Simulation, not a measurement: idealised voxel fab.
The name of this process module is voxel transistor to metal.
Xsec cut, 265 nm wide, square cell size 5 nm.
When this document writes out a cross-section, it uses a grid of square cells and lists it as bands, beginning at the top and moving down, with a band standing for one or more rows of cells. The entry gives the band's vertical extent as a top height and a bottom height in nm, then its horizontal make-up as materials from left to right, each with a width in nm. "air" stands for empty space; a single material marked "full width" fills the band edge to edge. Ref level 0: as-received wafer is one material below here. Bottom band extends down with no lower bound ("from 0 down"). Quick explanation for "30..40": the width changes in equal steps down the rows of cells, from the first number in the band's top row to the second number in its bottom row. A step reported as "left unchanged" is a step in which no cell of the cross-section changed. The list in "Enclosed void catalog" covers empty spaces of 8 cells or more that cannot reach the top through any open way, and it gives each as width x height at distance; the distance is from the left edge, and width, height and distance are in nm. It should be noted that, on the line of a given step, the content following the step's settings is a remark produced by the simulator itself with respect to that step. "overlay nm" denotes, for a step that has a mask, the displacement of the mask to the right of its planned place, with negative values corresponding to the left.
### Process steps foreseen in the plan
step 1: RECEIVE, material Si
step 2: CONFORMAL_DEP, material SiO2, thk nm 5
step 3: CONFORMAL_DEP, material SiN, thk nm 15
step 4: MASKED_ETCH, tone cover, mask id ACTIVE, width nm 100, pitch nm 125, etch materials SiN, depth nm 15, overlay nm 0
step 5: MASKED_ETCH, tone cover, mask id ACTIVE, width nm 100, pitch nm 125, etch materials SiO2, depth nm 5, overlay nm 0
step 6: MASKED_ETCH, tone cover, mask id ACTIVE, width nm 100, pitch nm 125, etch materials Si, depth nm 35, overlay nm 0
step 7: OXIDIZE, depth nm 5
step 8: FILL_DEP, material SiO2, thk nm 5
step 9: CMP, height nm 20
step 10: SELECTIVE_ETCH, etch materials SiO2, depth nm 15
step 11: STRIP, etch materials SiN
step 12: SELECTIVE_ETCH, etch materials SiO2, depth nm 5
step 13: OXIDIZE, depth nm 5
step 14: DIRECTIONAL_DEP, material polySi, thk nm 20
step 15: DIRECTIONAL_DEP, material SiCN, thk nm 15
step 16: MASKED_ETCH, tone cover, mask id GATE, width nm 20, pitch nm 125, etch materials SiCN, depth nm 25, overlay nm 0
step 17: MASKED_ETCH, tone cover, mask id GATE, width nm 20, pitch nm 125, etch materials polySi, depth nm 30, overlay nm 0
step 18: CONFORMAL_DEP, material SiN, thk nm 10
step 19: DIRECTIONAL_ETCH, etch materials SiN, depth nm 10
step 20: DIRECTIONAL_ETCH, etch materials SiO2, depth nm 5
step 21: EPI, material pSi, thk nm 5
step 22: FILL_DEP, material SiO2, thk nm 5
step 23: CMP, height nm 35
step 24: DIRECTIONAL_DEP, material SiO2, thk nm 15
step 25: DIRECTIONAL_DEP, material aC, thk nm 10
step 26: PATTERN, tone open, mask id CONTACT, material resist, width nm 30, thk nm 25, overlay nm 0
step 27: DIRECTIONAL_ETCH, etch materials aC, depth nm 10
step 28: STRIP, etch materials resist
step 29: DIRECTIONAL_ETCH, etch materials SiO2, depth nm 50
step 30: STRIP, etch materials aC
step 31: CONFORMAL_DEP, material TiN, thk nm 5
step 32: FILL_DEP, material Ru, thk nm 10
step 33: CMP, height nm 50
step 34: DIRECTIONAL_DEP, material TiN, thk nm 5
step 35: DIRECTIONAL_DEP, material Ru, thk nm 20
step 36: PATTERN, tone cover, mask id METAL_1, material resist, width nm 15, thk nm 15, overlay nm 0
step 37: DIRECTIONAL_ETCH, etch materials Ru, depth nm 20
step 38: DIRECTIONAL_ETCH, etch materials TiN, depth nm 5
step 39: STRIP, etch materials resist
step 40: FILL_DEP, material SiO2, thk nm 5
step 41: CMP, height nm 75
step 42: CONFORMAL_DEP, material SiCN, thk nm 5
step 43: DIRECTIONAL_DEP, material SiO2, thk nm 35
step 44: DIRECTIONAL_DEP, material aC, thk nm 15
step 45: PATTERN, tone open, mask id METAL_2, material resist, width nm 15, pitch nm 125, thk nm 30, overlay nm 0
step 46: DIRECTIONAL_ETCH, etch materials aC, depth nm 15
step 47: STRIP, etch materials resist
step 48: DIRECTIONAL_ETCH, etch materials SiO2, depth nm 20
step 49: STRIP, etch materials aC
step 50: DIRECTIONAL_DEP, material aC, thk nm 10
step 51: PATTERN, tone open, mask id METAL_2_HOLES, material resist, width nm 15, pitch nm 125, thk nm 25, overlay nm 0
step 52: DIRECTIONAL_ETCH, etch materials aC, depth nm 10
step 53: STRIP, etch materials resist
step 54: DIRECTIONAL_ETCH, etch materials SiO2, depth nm 15
step 55: DIRECTIONAL_ETCH, etch materials SiCN, depth nm 5
step 56: STRIP, etch materials aC
step 57: CONFORMAL_DEP, material TiN, thk nm 5
step 58: FILL_DEP, material Cu, thk nm 10
step 59: CMP, height nm 115
step 60: CONFORMAL_DEP, material SiCN, thk nm 5
### Concerning the first of two wafers, which was run in accordance with the plan
### So this is the incoming wafer in cross-section - it's already been through step 1
	from 0 down  Si full width
	Enclosed void catalog: none
### How the wafer stands in section after step 2
	from 5 to 0  SiO2 full width
	No changes below 0.
### How the wafer stands in section after step 3
	from 20 to 5  SiN full width
	No changes below 5.
### How the wafer stands in section after step 4
	from 20 to 5  air=20, SiN=100, air=25, SiN=100, air=20
	No changes below 5.
### How the wafer stands in section after step 5
	from 20 to 5  air=20, SiN=100, air=25, SiN=100, air=20
	from 5 to 0  air=20, SiO2=100, air=25, SiO2=100, air=20
	No changes below 0.
### How the wafer stands in section after step 6
	from 20 to 5  air=20, SiN=100, air=25, SiN=100, air=20
	from 5 to 0  air=20, SiO2=100, air=25, SiO2=100, air=20
	from 0 to -35  air=20, Si=100, air=25, Si=100, air=20
	No changes below -35.
### How the wafer stands in section after step 7
	from 20 to 5  air=20, SiN=100, air=25, SiN=100, air=20
	from 5 to 0  air=20, SiO2=100, air=25, SiO2=100, air=20
	from 0 to -35  air=20, SiO2=5, Si=90, SiO2=5, air=25, SiO2=5, Si=90, SiO2=5, air=20
	from -35 to -40  SiO2=25, Si=90, SiO2=35, Si=90, SiO2=25
	No changes below -40.
### How the wafer stands in section after step 8
	from 25 to 20  SiO2 full width
	from 20 to 5  SiO2=20, SiN=100, SiO2=25, SiN=100, SiO2=20
	from 5 to 0  SiO2 full width
	from 0 to -40  SiO2=25, Si=90, SiO2=35, Si=90, SiO2=25
	No changes below -40.
### How the wafer stands in section after step 9
	from 20 to 5  SiO2=20, SiN=100, SiO2=25, SiN=100, SiO2=20
	No changes below 5.
### How the wafer stands in section after step 10
	from 20 to 5  air=20, SiN=100, air=25, SiN=100, air=20
	No changes below 5.
### How the wafer stands in section after step 11
	from 5 to 0  SiO2 full width
	No changes below 0.
### How the wafer stands in section after step 12
	from 0 to -40  SiO2=25, Si=90, SiO2=35, Si=90, SiO2=25
	No changes below -40.
### How the wafer stands in section after step 13
	from 0 to -5  SiO2 full width
	No changes below -5.
### How the wafer stands in section after step 14
	from 20 to 0  polySi full width
	No changes below 0.
### How the wafer stands in section after step 15
	from 35 to 20  SiCN full width
	No changes below 20.
### How the wafer stands in section after step 16
	from 35 to 20  air=60, SiCN=20, air=105, SiCN=20, air=60
	No changes below 20.
### How the wafer stands in section after step 17
	from 35 to 20  air=60, SiCN=20, air=105, SiCN=20, air=60
	from 20 to 0  air=60, polySi=20, air=105, polySi=20, air=60
	No changes below 0.
### How the wafer stands in section after step 18
	from 45 to 35  air=50, SiN=40, air=85, SiN=40, air=50
	from 35 to 20  air=50, SiN=10, SiCN=20, SiN=10, air=85, SiN=10, SiCN=20, SiN=10, air=50
	from 20 to 10  air=50, SiN=10, polySi=20, SiN=10, air=85, SiN=10, polySi=20, SiN=10, air=50
	from 10 to 0  SiN=60, polySi=20, SiN=105, polySi=20, SiN=60
	No changes below 0.
### How the wafer stands in section after step 19
	from 35 to 20  air=50, SiN=10, SiCN=20, SiN=10, air=85, SiN=10, SiCN=20, SiN=10, air=50
	from 20 to 0  air=50, SiN=10, polySi=20, SiN=10, air=85, SiN=10, polySi=20, SiN=10, air=50
	No changes below 0.
### How the wafer stands in section after step 20
	from 35 to 20  air=50, SiN=10, SiCN=20, SiN=10, air=85, SiN=10, SiCN=20, SiN=10, air=50
	from 20 to 0  air=50, SiN=10, polySi=20, SiN=10, air=85, SiN=10, polySi=20, SiN=10, air=50
	from 0 to -5  air=50, SiO2=40, air=85, SiO2=40, air=50
	No changes below -5.
### How the wafer stands in section after step 21
	from 35 to 20  air=50, SiN=10, SiCN=20, SiN=10, air=85, SiN=10, SiCN=20, SiN=10, air=50
	from 20 to 0  air=50, SiN=10, polySi=20, SiN=10, air=85, SiN=10, polySi=20, SiN=10, air=50
	from 0 to -5  air=20, pSi=30, SiO2=40, pSi=30, air=25, pSi=30, SiO2=40, pSi=30, air=20
	No changes below -5.
### How the wafer stands in section after step 22
	from 40 to 35  SiO2 full width
	from 35 to 20  SiO2=50, SiN=10, SiCN=20, SiN=10, SiO2=85, SiN=10, SiCN=20, SiN=10, SiO2=50
	from 20 to 0  SiO2=50, SiN=10, polySi=20, SiN=10, SiO2=85, SiN=10, polySi=20, SiN=10, SiO2=50
	from 0 to -5  SiO2=20, pSi=30, SiO2=40, pSi=30, SiO2=25, pSi=30, SiO2=40, pSi=30, SiO2=20
	No changes below -5.
### How the wafer stands in section after step 23
	from 35 to 20  SiO2=50, SiN=10, SiCN=20, SiN=10, SiO2=85, SiN=10, SiCN=20, SiN=10, SiO2=50
	No changes below 20.
### How the wafer stands in section after step 24
	from 50 to 35  SiO2 full width
	No changes below 35.
### How the wafer stands in section after step 25
	from 60 to 50  aC full width
	No changes below 50.
### How the wafer stands in section after step 26
	from 85 to 60  resist=25, air=30, resist=30, air=30, resist=35, air=30, resist=30, air=30, resist=25
	No changes below 60.
### How the wafer stands in section after step 27
	from 75 to 60  resist=25, air=30, resist=30, air=30, resist=35, air=30, resist=30, air=30, resist=25
	from 60 to 50  aC=25, air=30, aC=30, air=30, aC=35, air=30, aC=30, air=30, aC=25
	No changes below 50.
### How the wafer stands in section after step 28
	from 60 to 50  aC=25, air=30, aC=30, air=30, aC=35, air=30, aC=30, air=30, aC=25
	No changes below 50.
### How the wafer stands in section after step 29
	from 60 to 50  aC=25, air=30, aC=30, air=30, aC=35, air=30, aC=30, air=30, aC=25
	from 50 to 35  SiO2=25, air=30, SiO2=30, air=30, SiO2=35, air=30, SiO2=30, air=30, SiO2=25
	from 35 to 20  SiO2=25, air=25, SiN=10, SiCN=20, SiN=10, air=25, SiO2=35, air=25, SiN=10, SiCN=20, SiN=10, air=25, SiO2=25
	from 20 to 0  SiO2=25, air=25, SiN=10, polySi=20, SiN=10, air=25, SiO2=35, air=25, SiN=10, polySi=20, SiN=10, air=25, SiO2=25
	No changes below 0.
### How the wafer stands in section after step 30
	from 50 to 35  SiO2=25, air=30, SiO2=30, air=30, SiO2=35, air=30, SiO2=30, air=30, SiO2=25
	No changes below 35.
### How the wafer stands in section after step 31
	from 55 to 50  TiN=30, air=20, TiN=40, air=20, TiN=45, air=20, TiN=40, air=20, TiN=30
	from 50 to 40  SiO2=25, TiN=5, air=20, TiN=5, SiO2=30, TiN=5, air=20, TiN=5, SiO2=35, TiN=5, air=20, TiN=5, SiO2=30, TiN=5, air=20, TiN=5, SiO2=25
	from 40 to 35  SiO2=25, TiN=5, air=15, TiN=10, SiO2=30, TiN=10, air=15, TiN=5, SiO2=35, TiN=5, air=15, TiN=10, SiO2=30, TiN=10, air=15, TiN=5, SiO2=25
	from 35 to 20  SiO2=25, TiN=5, air=15, TiN=5, SiN=10, SiCN=20, SiN=10, TiN=5, air=15, TiN=5, SiO2=35, TiN=5, air=15, TiN=5, SiN=10, SiCN=20, SiN=10, TiN=5, air=15, TiN=5, SiO2=25
	from 20 to 5  SiO2=25, TiN=5, air=15, TiN=5, SiN=10, polySi=20, SiN=10, TiN=5, air=15, TiN=5, SiO2=35, TiN=5, air=15, TiN=5, SiN=10, polySi=20, SiN=10, TiN=5, air=15, TiN=5, SiO2=25
	from 5 to 0  SiO2=25, TiN=25, SiN=10, polySi=20, SiN=10, TiN=25, SiO2=35, TiN=25, SiN=10, polySi=20, SiN=10, TiN=25, SiO2=25
	No changes below 0.
### How the wafer stands in section after step 32
	from 65 to 55  Ru full width
	from 55 to 50  TiN=30, Ru=20, TiN=40, Ru=20, TiN=45, Ru=20, TiN=40, Ru=20, TiN=30
	from 50 to 40  SiO2=25, TiN=5, Ru=20, TiN=5, SiO2=30, TiN=5, Ru=20, TiN=5, SiO2=35, TiN=5, Ru=20, TiN=5, SiO2=30, TiN=5, Ru=20, TiN=5, SiO2=25
	from 40 to 35  SiO2=25, TiN=5, Ru=15, TiN=10, SiO2=30, TiN=10, Ru=15, TiN=5, SiO2=35, TiN=5, Ru=15, TiN=10, SiO2=30, TiN=10, Ru=15, TiN=5, SiO2=25
	from 35 to 20  SiO2=25, TiN=5, Ru=15, TiN=5, SiN=10, SiCN=20, SiN=10, TiN=5, Ru=15, TiN=5, SiO2=35, TiN=5, Ru=15, TiN=5, SiN=10, SiCN=20, SiN=10, TiN=5, Ru=15, TiN=5, SiO2=25
	from 20 to 5  SiO2=25, TiN=5, Ru=15, TiN=5, SiN=10, polySi=20, SiN=10, TiN=5, Ru=15, TiN=5, SiO2=35, TiN=5, Ru=15, TiN=5, SiN=10, polySi=20, SiN=10, TiN=5, Ru=15, TiN=5, SiO2=25
	No changes below 5.
### How the wafer stands in section after step 33
	from 50 to 40  SiO2=25, TiN=5, Ru=20, TiN=5, SiO2=30, TiN=5, Ru=20, TiN=5, SiO2=35, TiN=5, Ru=20, TiN=5, SiO2=30, TiN=5, Ru=20, TiN=5, SiO2=25
	No changes below 40.
### How the wafer stands in section after step 34
	from 55 to 50  TiN full width
	No changes below 50.
### How the wafer stands in section after step 35
	from 75 to 55  Ru full width
	No changes below 55.
### How the wafer stands in section after step 36
	from 90 to 75  air=25, resist=15, air=60, resist=15, air=35, resist=15, air=60, resist=15, air=25
	No changes below 75.
### How the wafer stands in section after step 37
	from 90 to 75  air=25, resist=15, air=60, resist=15, air=35, resist=15, air=60, resist=15, air=25
	from 75 to 55  air=25, Ru=15, air=60, Ru=15, air=35, Ru=15, air=60, Ru=15, air=25
	No changes below 55.
### How the wafer stands in section after step 38
	from 90 to 75  air=25, resist=15, air=60, resist=15, air=35, resist=15, air=60, resist=15, air=25
	from 75 to 55  air=25, Ru=15, air=60, Ru=15, air=35, Ru=15, air=60, Ru=15, air=25
	from 55 to 50  air=25, TiN=15, air=60, TiN=15, air=35, TiN=15, air=60, TiN=15, air=25
	No changes below 50.
### How the wafer stands in section after step 39
	from 75 to 55  air=25, Ru=15, air=60, Ru=15, air=35, Ru=15, air=60, Ru=15, air=25
	No changes below 55.
### How the wafer stands in section after step 40
	from 80 to 75  SiO2 full width
	from 75 to 55  SiO2=25, Ru=15, SiO2=60, Ru=15, SiO2=35, Ru=15, SiO2=60, Ru=15, SiO2=25
	from 55 to 50  SiO2=25, TiN=15, SiO2=60, TiN=15, SiO2=35, TiN=15, SiO2=60, TiN=15, SiO2=25
	No changes below 50.
### How the wafer stands in section after step 41
	from 75 to 55  SiO2=25, Ru=15, SiO2=60, Ru=15, SiO2=35, Ru=15, SiO2=60, Ru=15, SiO2=25
	No changes below 55.
### How the wafer stands in section after step 42
	from 80 to 75  SiCN full width
	No changes below 75.
### How the wafer stands in section after step 43
	from 115 to 80  SiO2 full width
	No changes below 80.
### How the wafer stands in section after step 44
	from 130 to 115  aC full width
	No changes below 115.
### How the wafer stands in section after step 45
	from 160 to 130  resist=25, air=15, resist=110, air=15, resist=100
	No changes below 130.
### How the wafer stands in section after step 46
	from 145 to 130  resist=25, air=15, resist=110, air=15, resist=100
	from 130 to 115  aC=25, air=15, aC=110, air=15, aC=100
	No changes below 115.
### How the wafer stands in section after step 47
	from 130 to 115  aC=25, air=15, aC=110, air=15, aC=100
	No changes below 115.
### How the wafer stands in section after step 48
	from 130 to 115  aC=25, air=15, aC=110, air=15, aC=100
	from 115 to 95  SiO2=25, air=15, SiO2=110, air=15, SiO2=100
	No changes below 95.
### How the wafer stands in section after step 49
	from 115 to 95  SiO2=25, air=15, SiO2=110, air=15, SiO2=100
	No changes below 95.
### How the wafer stands in section after step 50
	from 125 to 115  aC=25, air=15, aC=110, air=15, aC=100
	from 115 to 105  SiO2=25, air=15, SiO2=110, air=15, SiO2=100
	from 105 to 95  SiO2=25, aC=15, SiO2=110, aC=15, SiO2=100
	No changes below 95.
### How the wafer stands in section after step 51
	from 150 to 125  resist=25, air=15, resist=110, air=15, resist=100
	No changes below 125.
### How the wafer stands in section after step 52
	from 140 to 125  resist=25, air=15, resist=110, air=15, resist=100
	from 125 to 115  aC=25, air=15, aC=110, air=15, aC=100
	from 115 to 95  SiO2=25, air=15, SiO2=110, air=15, SiO2=100
	No changes below 95.
### How the wafer stands in section after step 53
	from 125 to 115  aC=25, air=15, aC=110, air=15, aC=100
	No changes below 115.
### How the wafer stands in section after step 54
	from 125 to 115  aC=25, air=15, aC=110, air=15, aC=100
	from 115 to 80  SiO2=25, air=15, SiO2=110, air=15, SiO2=100
	No changes below 80.
### How the wafer stands in section after step 55
	from 125 to 115  aC=25, air=15, aC=110, air=15, aC=100
	from 115 to 80  SiO2=25, air=15, SiO2=110, air=15, SiO2=100
	from 80 to 75  SiCN=25, air=15, SiCN=110, air=15, SiCN=100
	No changes below 75.
### How the wafer stands in section after step 56
	from 115 to 80  SiO2=25, air=15, SiO2=110, air=15, SiO2=100
	No changes below 80.
### How the wafer stands in section after step 57
	from 120 to 115  TiN=30, air=5, TiN=120, air=5, TiN=105
	from 115 to 80  SiO2=25, TiN=5, air=5, TiN=5, SiO2=110, TiN=5, air=5, TiN=5, SiO2=100
	from 80 to 75  SiCN=25, TiN=15, SiCN=110, TiN=15, SiCN=100
	No changes below 75.
### How the wafer stands in section after step 58
	from 130 to 120  Cu full width
	from 120 to 115  TiN=30, Cu=5, TiN=120, Cu=5, TiN=105
	from 115 to 80  SiO2=25, TiN=5, Cu=5, TiN=5, SiO2=110, TiN=5, Cu=5, TiN=5, SiO2=100
	No changes below 80.
### How the wafer stands in section after step 59
	from 115 to 80  SiO2=25, TiN=5, Cu=5, TiN=5, SiO2=110, TiN=5, Cu=5, TiN=5, SiO2=100
	No changes below 80.
### How the wafer stands in section after step 60
	from 120 to 115  SiCN full width
	No changes below 115.
### Second wafer. Start and plan as for the first. One mistake made in running. Agrees with the first up to and including step 14
### Second wafer, cut view, end of step 15 per plan
	from 50 to 20  SiCN full width
	No changes below 20.
### Second wafer, cut view, end of step 16 per plan
	from 50 to 25  air=60, SiCN=20, air=105, SiCN=20, air=60
	No changes below 25.
Second wafer, cut view, end of step 17 per plan: left unchanged
### Second wafer, cut view, end of step 18 per plan
	from 60 to 50  air=50, SiN=40, air=85, SiN=40, air=50
	from 50 to 35  air=50, SiN=10, SiCN=20, SiN=10, air=85, SiN=10, SiCN=20, SiN=10, air=50
	from 35 to 25  SiN=60, SiCN=20, SiN=105, SiCN=20, SiN=60
	No changes below 25.
### Second wafer, cut view, end of step 19 per plan
	from 50 to 25  air=50, SiN=10, SiCN=20, SiN=10, air=85, SiN=10, SiCN=20, SiN=10, air=50
	No changes below 25.
Second wafer, cut view, end of step 20 per plan: left unchanged
Second wafer, cut view, end of step 21 per plan: left unchanged
### Second wafer, cut view, end of step 22 per plan
	from 55 to 50  SiO2 full width
	from 50 to 25  SiO2=50, SiN=10, SiCN=20, SiN=10, SiO2=85, SiN=10, SiCN=20, SiN=10, SiO2=50
	No changes below 25.
### Second wafer, cut view, end of step 23 per plan
	from 35 to 25  SiO2=50, SiN=10, SiCN=20, SiN=10, SiO2=85, SiN=10, SiCN=20, SiN=10, SiO2=50
	No changes below 25.
### Second wafer, cut view, end of step 24 per plan
	from 50 to 35  SiO2 full width
	No changes below 35.
### Second wafer, cut view, end of step 25 per plan
	from 60 to 50  aC full width
	No changes below 50.
### Second wafer, cut view, end of step 26 per plan
	from 85 to 60  resist=25, air=30, resist=30, air=30, resist=35, air=30, resist=30, air=30, resist=25
	No changes below 60.
### Second wafer, cut view, end of step 27 per plan
	from 75 to 60  resist=25, air=30, resist=30, air=30, resist=35, air=30, resist=30, air=30, resist=25
	from 60 to 50  aC=25, air=30, aC=30, air=30, aC=35, air=30, aC=30, air=30, aC=25
	No changes below 50.
### Second wafer, cut view, end of step 28 per plan
	from 60 to 50  aC=25, air=30, aC=30, air=30, aC=35, air=30, aC=30, air=30, aC=25
	No changes below 50.
### Second wafer, cut view, end of step 29 per plan
	from 60 to 50  aC=25, air=30, aC=30, air=30, aC=35, air=30, aC=30, air=30, aC=25
	from 50 to 35  SiO2=25, air=30, SiO2=30, air=30, SiO2=35, air=30, SiO2=30, air=30, SiO2=25
	from 35 to 25  SiO2=25, air=25, SiN=10, SiCN=20, SiN=10, air=25, SiO2=35, air=25, SiN=10, SiCN=20, SiN=10, air=25, SiO2=25
	No changes below 25.
### Second wafer, cut view, end of step 30 per plan
	from 50 to 35  SiO2=25, air=30, SiO2=30, air=30, SiO2=35, air=30, SiO2=30, air=30, SiO2=25
	No changes below 35.
### Second wafer, cut view, end of step 31 per plan
	from 55 to 50  TiN=30, air=20, TiN=40, air=20, TiN=45, air=20, TiN=40, air=20, TiN=30
	from 50 to 40  SiO2=25, TiN=5, air=20, TiN=5, SiO2=30, TiN=5, air=20, TiN=5, SiO2=35, TiN=5, air=20, TiN=5, SiO2=30, TiN=5, air=20, TiN=5, SiO2=25
	from 40 to 35  SiO2=25, TiN=5, air=15, TiN=10, SiO2=30, TiN=10, air=15, TiN=5, SiO2=35, TiN=5, air=15, TiN=10, SiO2=30, TiN=10, air=15, TiN=5, SiO2=25
	from 35 to 30  SiO2=25, TiN=5, air=15, TiN=5, SiN=10, SiCN=20, SiN=10, TiN=5, air=15, TiN=5, SiO2=35, TiN=5, air=15, TiN=5, SiN=10, SiCN=20, SiN=10, TiN=5, air=15, TiN=5, SiO2=25
	from 30 to 25  SiO2=25, TiN=25, SiN=10, SiCN=20, SiN=10, TiN=25, SiO2=35, TiN=25, SiN=10, SiCN=20, SiN=10, TiN=25, SiO2=25
	No changes below 25.
### Second wafer, cut view, end of step 32 per plan
	from 65 to 55  Ru full width
	from 55 to 50  TiN=30, Ru=20, TiN=40, Ru=20, TiN=45, Ru=20, TiN=40, Ru=20, TiN=30
	from 50 to 40  SiO2=25, TiN=5, Ru=20, TiN=5, SiO2=30, TiN=5, Ru=20, TiN=5, SiO2=35, TiN=5, Ru=20, TiN=5, SiO2=30, TiN=5, Ru=20, TiN=5, SiO2=25
	from 40 to 35  SiO2=25, TiN=5, Ru=15, TiN=10, SiO2=30, TiN=10, Ru=15, TiN=5, SiO2=35, TiN=5, Ru=15, TiN=10, SiO2=30, TiN=10, Ru=15, TiN=5, SiO2=25
	from 35 to 30  SiO2=25, TiN=5, Ru=15, TiN=5, SiN=10, SiCN=20, SiN=10, TiN=5, Ru=15, TiN=5, SiO2=35, TiN=5, Ru=15, TiN=5, SiN=10, SiCN=20, SiN=10, TiN=5, Ru=15, TiN=5, SiO2=25
	No changes below 30.
### Second wafer, cut view, end of step 33 per plan
	from 50 to 40  SiO2=25, TiN=5, Ru=20, TiN=5, SiO2=30, TiN=5, Ru=20, TiN=5, SiO2=35, TiN=5, Ru=20, TiN=5, SiO2=30, TiN=5, Ru=20, TiN=5, SiO2=25
	No changes below 40.
### Second wafer, cut view, end of step 34 per plan
	from 55 to 50  TiN full width
	No changes below 50.
### Second wafer, cut view, end of step 35 per plan
	from 75 to 55  Ru full width
	No changes below 55.
### Second wafer, cut view, end of step 36 per plan
	from 90 to 75  air=25, resist=15, air=60, resist=15, air=35, resist=15, air=60, resist=15, air=25
	No changes below 75.
### Second wafer, cut view, end of step 37 per plan
	from 90 to 75  air=25, resist=15, air=60, resist=15, air=35, resist=15, air=60, resist=15, air=25
	from 75 to 55  air=25, Ru=15, air=60, Ru=15, air=35, Ru=15, air=60, Ru=15, air=25
	No changes below 55.
### Second wafer, cut view, end of step 38 per plan
	from 90 to 75  air=25, resist=15, air=60, resist=15, air=35, resist=15, air=60, resist=15, air=25
	from 75 to 55  air=25, Ru=15, air=60, Ru=15, air=35, Ru=15, air=60, Ru=15, air=25
	from 55 to 50  air=25, TiN=15, air=60, TiN=15, air=35, TiN=15, air=60, TiN=15, air=25
	No changes below 50.
### Second wafer, cut view, end of step 39 per plan
	from 75 to 55  air=25, Ru=15, air=60, Ru=15, air=35, Ru=15, air=60, Ru=15, air=25
	No changes below 55.
### Second wafer, cut view, end of step 40 per plan
	from 80 to 75  SiO2 full width
	from 75 to 55  SiO2=25, Ru=15, SiO2=60, Ru=15, SiO2=35, Ru=15, SiO2=60, Ru=15, SiO2=25
	from 55 to 50  SiO2=25, TiN=15, SiO2=60, TiN=15, SiO2=35, TiN=15, SiO2=60, TiN=15, SiO2=25
	No changes below 50.
### Second wafer, cut view, end of step 41 per plan
	from 75 to 55  SiO2=25, Ru=15, SiO2=60, Ru=15, SiO2=35, Ru=15, SiO2=60, Ru=15, SiO2=25
	No changes below 55.
### Second wafer, cut view, end of step 42 per plan
	from 80 to 75  SiCN full width
	No changes below 75.
### Second wafer, cut view, end of step 43 per plan
	from 115 to 80  SiO2 full width
	No changes below 80.
### Second wafer, cut view, end of step 44 per plan
	from 130 to 115  aC full width
	No changes below 115.
### Second wafer, cut view, end of step 45 per plan
	from 160 to 130  resist=25, air=15, resist=110, air=15, resist=100
	No changes below 130.
### Second wafer, cut view, end of step 46 per plan
	from 145 to 130  resist=25, air=15, resist=110, air=15, resist=100
	from 130 to 115  aC=25, air=15, aC=110, air=15, aC=100
	No changes below 115.
### Second wafer, cut view, end of step 47 per plan
	from 130 to 115  aC=25, air=15, aC=110, air=15, aC=100
	No changes below 115.
### Second wafer, cut view, end of step 48 per plan
	from 130 to 115  aC=25, air=15, aC=110, air=15, aC=100
	from 115 to 95  SiO2=25, air=15, SiO2=110, air=15, SiO2=100
	No changes below 95.
### Second wafer, cut view, end of step 49 per plan
	from 115 to 95  SiO2=25, air=15, SiO2=110, air=15, SiO2=100
	No changes below 95.
### Second wafer, cut view, end of step 50 per plan
	from 125 to 115  aC=25, air=15, aC=110, air=15, aC=100
	from 115 to 105  SiO2=25, air=15, SiO2=110, air=15, SiO2=100
	from 105 to 95  SiO2=25, aC=15, SiO2=110, aC=15, SiO2=100
	No changes below 95.
### Second wafer, cut view, end of step 51 per plan
	from 150 to 125  resist=25, air=15, resist=110, air=15, resist=100
	No changes below 125.
### Second wafer, cut view, end of step 52 per plan
	from 140 to 125  resist=25, air=15, resist=110, air=15, resist=100
	from 125 to 115  aC=25, air=15, aC=110, air=15, aC=100
	from 115 to 95  SiO2=25, air=15, SiO2=110, air=15, SiO2=100
	No changes below 95.
### Second wafer, cut view, end of step 53 per plan
	from 125 to 115  aC=25, air=15, aC=110, air=15, aC=100
	No changes below 115.
### Second wafer, cut view, end of step 54 per plan
	from 125 to 115  aC=25, air=15, aC=110, air=15, aC=100
	from 115 to 80  SiO2=25, air=15, SiO2=110, air=15, SiO2=100
	No changes below 80.
### Second wafer, cut view, end of step 55 per plan
	from 125 to 115  aC=25, air=15, aC=110, air=15, aC=100
	from 115 to 80  SiO2=25, air=15, SiO2=110, air=15, SiO2=100
	from 80 to 75  SiCN=25, air=15, SiCN=110, air=15, SiCN=100
	No changes below 75.
### Second wafer, cut view, end of step 56 per plan
	from 115 to 80  SiO2=25, air=15, SiO2=110, air=15, SiO2=100
	No changes below 80.
### Second wafer, cut view, end of step 57 per plan
	from 120 to 115  TiN=30, air=5, TiN=120, air=5, TiN=105
	from 115 to 80  SiO2=25, TiN=5, air=5, TiN=5, SiO2=110, TiN=5, air=5, TiN=5, SiO2=100
	from 80 to 75  SiCN=25, TiN=15, SiCN=110, TiN=15, SiCN=100
	No changes below 75.
### Second wafer, cut view, end of step 58 per plan
	from 130 to 120  Cu full width
	from 120 to 115  TiN=30, Cu=5, TiN=120, Cu=5, TiN=105
	from 115 to 80  SiO2=25, TiN=5, Cu=5, TiN=5, SiO2=110, TiN=5, Cu=5, TiN=5, SiO2=100
	No changes below 80.
### Second wafer, cut view, end of step 59 per plan
	from 115 to 80  SiO2=25, TiN=5, Cu=5, TiN=5, SiO2=110, TiN=5, Cu=5, TiN=5, SiO2=100
	No changes below 80.
### Second wafer, cut view, end of step 60 per plan
	from 120 to 115  SiCN full width
	No changes below 115.
Where did the run depart from the plan? step 15, plan: ran twice
Final tally in cells, some materials are higher or lower on the second wafer than on the first: 60 fewer of Ru; 45 more of SiCN; 40 fewer of SiN; 61 fewer of SiO2; 40 fewer of TiN; 24 fewer of pSi; 180 more of polySi
